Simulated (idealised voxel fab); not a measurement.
A process module follows: voxel gate over fins.
Cross-sectional view cut (width: 235 nm; square cell size: 5 nm).
Bands, listed from the top down, are how a cross-section gets written in this document; the cross-section itself is a grid of square cells, and a band is one or more rows of them. The band entry comprises the height of the band's top followed by the height of its bottom, expressed in nm, and subsequently the band's materials from left to right, each stated together with its width in nm. Where a single material is marked with the word "everywhere", that material fills the band from edge to edge. The word "empty" represents empty space. Height is counted from the level 0, under which the received wafer is composed throughout of one material. The lowest of the bands is not closed at the bottom but continues downward, in the notation "0 -> down". Quick explanation for "30->40": the width changes in equal steps down the rows of cells, from the first number in the band's top row to the second number in its bottom row. Reading "remained the same" for a step: not a cell of the cross-section changed in it. You'll see "Closed cavity list" listing empty spaces that have no way open to the top, as long as they're 8 cells or more; the notation is width x height at distance, where the distance is from the left edge, and all of it is in nm. Step line, after settings: the simulator's comment on this step. What "overlay nm" on a step's line means: if the step has a mask, that mask lay this far to the right of its planned place, or, when the value is negative, to the left.
plan
- 1: RECEIVE with material Si
- 2: CONFORMAL_DEP with material SiN, thk nm 10
- 3: DIRECTIONAL_DEP with material aC, thk nm 15
- 4: PATTERN with tone cover, mask id FINS, material resist, width nm 15, pitch nm 50, thk nm 30, overlay nm 0
- 5: DIRECTIONAL_ETCH with etch materials aC, depth nm 15
- 6: STRIP with etch materials resist
- 7: DIRECTIONAL_ETCH with etch materials SiN, depth nm 10
- 8: DIRECTIONAL_ETCH with etch materials Si, depth nm 30
- 9: STRIP with etch materials aC
- 10: FILL_DEP with material SiO2, thk nm 5
- 11: CMP with height nm 10
- 12: DIRECTIONAL_DEP with material aC, thk nm 15
- 13: PATTERN with tone open, mask id RAIL, material resist, width nm 15, thk nm 30, overlay nm 0
- 14: DIRECTIONAL_ETCH with etch materials aC, depth nm 15
- 15: STRIP with etch materials resist
- 16: DIRECTIONAL_ETCH with etch materials SiO2, depth nm 35
- 17: STRIP with etch materials aC
- 18: CONFORMAL_DEP with material TiN, thk nm 5
- 19: FILL_DEP with material W, thk nm 10
- 20: CMP with height nm 10
- 21: SELECTIVE_ETCH with etch materials W Ru TiN, depth nm 25
- 22: FILL_DEP with material SiO2, thk nm 5
- 23: CMP with height nm 10
- 24: SELECTIVE_ETCH with etch materials SiO2, depth nm 20
- 25: STRIP with etch materials SiN
- 26: CONFORMAL_DEP with material HfO2, thk nm 5
- 27: CONFORMAL_DEP with material TiN, thk nm 5
- 28: FILL_DEP with material W, thk nm 10
- 29: CMP with height nm 15
- 30: CONFORMAL_DEP with material SiCN, thk nm 10
Wafer as received: cross-section following step 1
	0 -> down  Si everywhere
	Closed cavity list: none
End-of-module XS, first of two wafers, run as planned
	25 -> 15  SiCN everywhere
	15 -> 10  W everywhere
	10 -> 5  W 50 nm, then TiN 35 nm, then W 15 nm, then TiN 35 nm, then W 15 nm, then TiN 35 nm, then W 50 nm
	5 -> 0  W 50 nm, then TiN 5 nm, then HfO2 25 nm, then TiN 5 nm, then W 15 nm, then TiN 5 nm, then HfO2 25 nm, then TiN 5 nm, then W 15 nm, then TiN 5 nm, then HfO2 25 nm, then TiN 5 nm, then W 50 nm
	0 -> -5  TiN 55 nm, then HfO2 5 nm, then Si 15 nm, then HfO2 5 nm, then TiN 25 nm, then HfO2 5 nm, then Si 15 nm, then HfO2 5 nm, then TiN 25 nm, then HfO2 5 nm, then Si 15 nm, then HfO2 5 nm, then TiN 55 nm
	-5 -> -10  HfO2 60 nm, then Si 15 nm, then HfO2 35 nm, then Si 15 nm, then HfO2 35 nm, then Si 15 nm, then HfO2 60 nm
	-10 -> -15  SiO2 60 nm, then Si 15 nm, then SiO2 35 nm, then Si 15 nm, then SiO2 35 nm, then Si 15 nm, then SiO2 60 nm
	-15 -> -20  SiO2 60 nm, then Si 15 nm, then SiO2 10 nm, then TiN 5 nm, then W 5 nm, then TiN 5 nm, then SiO2 10 nm, then Si 15 nm, then SiO2 35 nm, then Si 15 nm, then SiO2 60 nm
	-20 -> -25  SiO2 60 nm, then Si 15 nm, then SiO2 10 nm, then TiN 15 nm, then SiO2 10 nm, then Si 15 nm, then SiO2 35 nm, then Si 15 nm, then SiO2 60 nm
	-25 -> -30  SiO2 60 nm, then Si 15 nm, then SiO2 35 nm, then Si 15 nm, then SiO2 35 nm, then Si 15 nm, then SiO2 60 nm
	-30 -> down  Si everywhere
	Closed cavity list: none
End-of-module cross-section of the second wafer: identical starting point and process plan to the first, with one processing mistake
	25 -> 15  SiCN everywhere
	15 -> 5  W everywhere
	5 -> 0  W 55 nm, then TiN 25 nm, then W 25 nm, then TiN 25 nm, then W 25 nm, then TiN 25 nm, then W 55 nm
	0 -> -5  W 55 nm, then TiN 5 nm, then Si 15 nm, then TiN 5 nm, then W 25 nm, then TiN 5 nm, then Si 15 nm, then TiN 5 nm, then W 25 nm, then TiN 5 nm, then Si 15 nm, then TiN 5 nm, then W 55 nm
	-5 -> -10  TiN 60 nm, then Si 15 nm, then TiN 35 nm, then Si 15 nm, then TiN 35 nm, then Si 15 nm, then TiN 60 nm
	-10 -> -15  SiO2 60 nm, then Si 15 nm, then SiO2 35 nm, then Si 15 nm, then SiO2 35 nm, then Si 15 nm, then SiO2 60 nm
	-15 -> -20  SiO2 60 nm, then Si 15 nm, then SiO2 10 nm, then TiN 5 nm, then W 5 nm, then TiN 5 nm, then SiO2 10 nm, then Si 15 nm, then SiO2 35 nm, then Si 15 nm, then SiO2 60 nm
	-20 -> -25  SiO2 60 nm, then Si 15 nm, then SiO2 10 nm, then TiN 15 nm, then SiO2 10 nm, then Si 15 nm, then SiO2 35 nm, then Si 15 nm, then SiO2 60 nm
	-25 -> -30  SiO2 60 nm, then Si 15 nm, then SiO2 35 nm, then Si 15 nm, then SiO2 35 nm, then Si 15 nm, then SiO2 60 nm
	-30 -> down  Si everywhere
	Closed cavity list: none
Error vs. plan: heads up, step 26 of the plan was skipped and never actually ran
Final tally in cells, some materials are higher or lower on the second wafer than on the first: HfO2: 59 fewer; W: 59 more
